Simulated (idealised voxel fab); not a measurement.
process module | voxel gate over fins
cross-section cut | 190 nm wide | cells 5 nm
A cross-section is a grid of square cells, given in bands from the top down. A band is one or more rows of cells.
Each band's line starts with the height of the band's top and of its bottom, in nm. Then come its materials from left to right, each with its width in nm. One material with "throughout" fills the band from edge to edge. "air" is empty space.
Height 0 is the level under which the wafer as received is all one material. The lowest band goes on downwards, as in "0 down".
A width such as "30 to 40" changes by the same amount from each row of cells to the next, from the band's top row to its bottom row.
"no change" after a step means that no cell of the cross-section changed.
closed voids: empty space of 8 cells or more with no open way to the top, each as width x height at its distance from the left edge, in nm
after a step's settings: what the simulator itself notes on the step
overlay nm, on a step with a mask: how far to the right of its planned place the mask lay; to the left if negative
plan
1 op RECEIVE | material Si
2 op CONFORMAL_DEP | material SiN | thk nm 10
3 op DIRECTIONAL_DEP | material aC | thk nm 15
4 op PATTERN | tone cover | mask id FINS | material resist | width nm 15 | pitch nm 40 | thk nm 30 | overlay nm 0
5 op DIRECTIONAL_ETCH | etch materials aC | depth nm 15
6 op STRIP | etch materials resist
7 op DIRECTIONAL_ETCH | etch materials SiN | depth nm 10
8 op DIRECTIONAL_ETCH | etch materials Si | depth nm 30
9 op STRIP | etch materials aC
10 op FILL_DEP | material SiO2 | thk nm 10
11 op CMP | height nm 10
12 op SELECTIVE_ETCH | etch materials SiO2 | depth nm 25
13 op STRIP | etch materials SiN
14 op CONFORMAL_DEP | material HfO2 | thk nm 5
15 op CONFORMAL_DEP | material TiN | thk nm 5
16 op CONFORMAL_DEP | material TiAl | thk nm 5
17 op CONFORMAL_DEP | material TiN | thk nm 5
18 op FILL_DEP | material W | thk nm 10
19 op CMP | height nm 25
20 op CONFORMAL_DEP | material SiCN | thk nm 5
first wafer, as planned
as received, after step 1
  0 down: Si throughout
  closed voids: none
after step 2
  10 to 0: SiN throughout
  below 0: unchanged
after step 3
  25 to 10: aC throughout
  below 10: unchanged
after step 4
  55 to 25: air 45 | resist 15 | air 25 | resist 15 | air 25 | resist 15 | air 50
  below 25: unchanged
after step 5
  40 to 25: air 45 | resist 15 | air 25 | resist 15 | air 25 | resist 15 | air 50
  25 to 10: air 45 | aC 15 | air 25 | aC 15 | air 25 | aC 15 | air 50
  below 10: unchanged
after step 6
  25 to 10: air 45 | aC 15 | air 25 | aC 15 | air 25 | aC 15 | air 50
  below 10: unchanged
after step 7
  25 to 10: air 45 | aC 15 | air 25 | aC 15 | air 25 | aC 15 | air 50
  10 to 0: air 45 | SiN 15 | air 25 | SiN 15 | air 25 | SiN 15 | air 50
  below 0: unchanged
after step 8
  25 to 10: air 45 | aC 15 | air 25 | aC 15 | air 25 | aC 15 | air 50
  10 to 0: air 45 | SiN 15 | air 25 | SiN 15 | air 25 | SiN 15 | air 50
  0 to -30: air 45 | Si 15 | air 25 | Si 15 | air 25 | Si 15 | air 50
  below -30: unchanged
after step 9
  10 to 0: air 45 | SiN 15 | air 25 | SiN 15 | air 25 | SiN 15 | air 50
  below 0: unchanged
after step 10
  20 to 10: SiO2 throughout
  10 to 0: SiO2 45 | SiN 15 | SiO2 25 | SiN 15 | SiO2 25 | SiN 15 | SiO2 50
  0 to -30: SiO2 45 | Si 15 | SiO2 25 | Si 15 | SiO2 25 | Si 15 | SiO2 50
  below -30: unchanged
after step 11
  10 to 0: SiO2 45 | SiN 15 | SiO2 25 | SiN 15 | SiO2 25 | SiN 15 | SiO2 50
  below 0: unchanged
after step 12
  10 to 0: air 45 | SiN 15 | air 25 | SiN 15 | air 25 | SiN 15 | air 50
  0 to -15: air 45 | Si 15 | air 25 | Si 15 | air 25 | Si 15 | air 50
  below -15: unchanged
after step 13
  0 to -15: air 45 | Si 15 | air 25 | Si 15 | air 25 | Si 15 | air 50
  below -15: unchanged
after step 14
  5 to 0: air 40 | HfO2 25 | air 15 | HfO2 25 | air 15 | HfO2 25 | air 45
  0 to -10: air 40 | HfO2 5 | Si 15 | HfO2 5 | air 15 | HfO2 5 | Si 15 | HfO2 5 | air 15 | HfO2 5 | Si 15 | HfO2 5 | air 45
  -10 to -15: HfO2 45 | Si 15 | HfO2 25 | Si 15 | HfO2 25 | Si 15 | HfO2 50
  below -15: unchanged
after step 15
  10 to 5: air 35 | TiN 35 | air 5 | TiN 35 | air 5 | TiN 35 | air 40
  5 to 0: air 35 | TiN 5 | HfO2 25 | TiN 5 | air 5 | TiN 5 | HfO2 25 | TiN 5 | air 5 | TiN 5 | HfO2 25 | TiN 5 | air 40
  0 to -5: air 35 | TiN 5 | HfO2 5 | Si 15 | HfO2 5 | TiN 5 | air 5 | TiN 5 | HfO2 5 | Si 15 | HfO2 5 | TiN 5 | air 5 | TiN 5 | HfO2 5 | Si 15 | HfO2 5 | TiN 5 | air 40
  -5 to -10: TiN 40 | HfO2 5 | Si 15 | HfO2 5 | TiN 15 | HfO2 5 | Si 15 | HfO2 5 | TiN 15 | HfO2 5 | Si 15 | HfO2 5 | TiN 45
  below -10: unchanged
after step 16
  15 to 10: air 30 | TiAl 125 | air 35
  10 to 5: air 30 | TiAl 5 | TiN 35 | TiAl 5 | TiN 35 | TiAl 5 | TiN 35 | TiAl 5 | air 35
  5 to 0: air 30 | TiAl 5 | TiN 5 | HfO2 25 | TiN 5 | TiAl 5 | TiN 5 | HfO2 25 | TiN 5 | TiAl 5 | TiN 5 | HfO2 25 | TiN 5 | TiAl 5 | air 35
  0 to -5: TiAl 35 | TiN 5 | HfO2 5 | Si 15 | HfO2 5 | TiN 5 | TiAl 5 | TiN 5 | HfO2 5 | Si 15 | HfO2 5 | TiN 5 | TiAl 5 | TiN 5 | HfO2 5 | Si 15 | HfO2 5 | TiN 5 | TiAl 40
  below -5: unchanged
after step 17
  20 to 15: air 25 | TiN 135 | air 30
  15 to 10: air 25 | TiN 5 | TiAl 125 | TiN 5 | air 30
  10 to 5: air 25 | TiN 5 | TiAl 5 | TiN 35 | TiAl 5 | TiN 35 | TiAl 5 | TiN 35 | TiAl 5 | TiN 5 | air 30
  5 to 0: TiN 30 | TiAl 5 | TiN 5 | HfO2 25 | TiN 5 | TiAl 5 | TiN 5 | HfO2 25 | TiN 5 | TiAl 5 | TiN 5 | HfO2 25 | TiN 5 | TiAl 5 | TiN 35
  below 0: unchanged
after step 18
  30 to 20: W throughout
  20 to 15: W 25 | TiN 135 | W 30
  15 to 10: W 25 | TiN 5 | TiAl 125 | TiN 5 | W 30
  10 to 5: W 25 | TiN 5 | TiAl 5 | TiN 35 | TiAl 5 | TiN 35 | TiAl 5 | TiN 35 | TiAl 5 | TiN 5 | W 30
  below 5: unchanged
after step 19
  25 to 20: W throughout
  below 20: unchanged
after step 20
  30 to 25: SiCN throughout
  below 25: unchanged
second wafer: like start, like plan, one mistake. Through step 14 it matches the first wafer
when step 15 should have ended
  10 to 5: air 35 | TiAl 35 | air 5 | TiAl 35 | air 5 | TiAl 35 | air 40
  5 to 0: air 35 | TiAl 5 | HfO2 25 | TiAl 5 | air 5 | TiAl 5 | HfO2 25 | TiAl 5 | air 5 | TiAl 5 | HfO2 25 | TiAl 5 | air 40
  0 to -5: air 35 | TiAl 5 | HfO2 5 | Si 15 | HfO2 5 | TiAl 5 | air 5 | TiAl 5 | HfO2 5 | Si 15 | HfO2 5 | TiAl 5 | air 5 | TiAl 5 | HfO2 5 | Si 15 | HfO2 5 | TiAl 5 | air 40
  -5 to -10: TiAl 40 | HfO2 5 | Si 15 | HfO2 5 | TiAl 15 | HfO2 5 | Si 15 | HfO2 5 | TiAl 15 | HfO2 5 | Si 15 | HfO2 5 | TiAl 45
  below -10: unchanged
when step 16 should have ended
  15 to 10: air 30 | TiN 125 | air 35
  10 to 5: air 30 | TiN 5 | TiAl 35 | TiN 5 | TiAl 35 | TiN 5 | TiAl 35 | TiN 5 | air 35
  5 to 0: air 30 | TiN 5 | TiAl 5 | HfO2 25 | TiAl 5 | TiN 5 | TiAl 5 | HfO2 25 | TiAl 5 | TiN 5 | TiAl 5 | HfO2 25 | TiAl 5 | TiN 5 | air 35
  0 to -5: TiN 35 | TiAl 5 | HfO2 5 | Si 15 | HfO2 5 | TiAl 5 | TiN 5 | TiAl 5 | HfO2 5 | Si 15 | HfO2 5 | TiAl 5 | TiN 5 | TiAl 5 | HfO2 5 | Si 15 | HfO2 5 | TiAl 5 | TiN 40
  below -5: unchanged
when step 17 should have ended
  20 to 10: air 25 | TiN 135 | air 30
  10 to 5: air 25 | TiN 10 | TiAl 35 | TiN 5 | TiAl 35 | TiN 5 | TiAl 35 | TiN 10 | air 30
  5 to 0: TiN 35 | TiAl 5 | HfO2 25 | TiAl 5 | TiN 5 | TiAl 5 | HfO2 25 | TiAl 5 | TiN 5 | TiAl 5 | HfO2 25 | TiAl 5 | TiN 40
  below 0: unchanged
when step 18 should have ended
  30 to 20: W throughout
  20 to 10: W 25 | TiN 135 | W 30
  10 to 5: W 25 | TiN 10 | TiAl 35 | TiN 5 | TiAl 35 | TiN 5 | TiAl 35 | TiN 10 | W 30
  below 5: unchanged
when step 19 should have ended
  25 to 20: W throughout
  below 20: unchanged
when step 20 should have ended
  30 to 25: SiCN throughout
  below 25: unchanged
what went wrong: steps 15 and 16 were swapped
at the end the second wafer has, in cells: 6 more of TiAl | 6 fewer of TiN
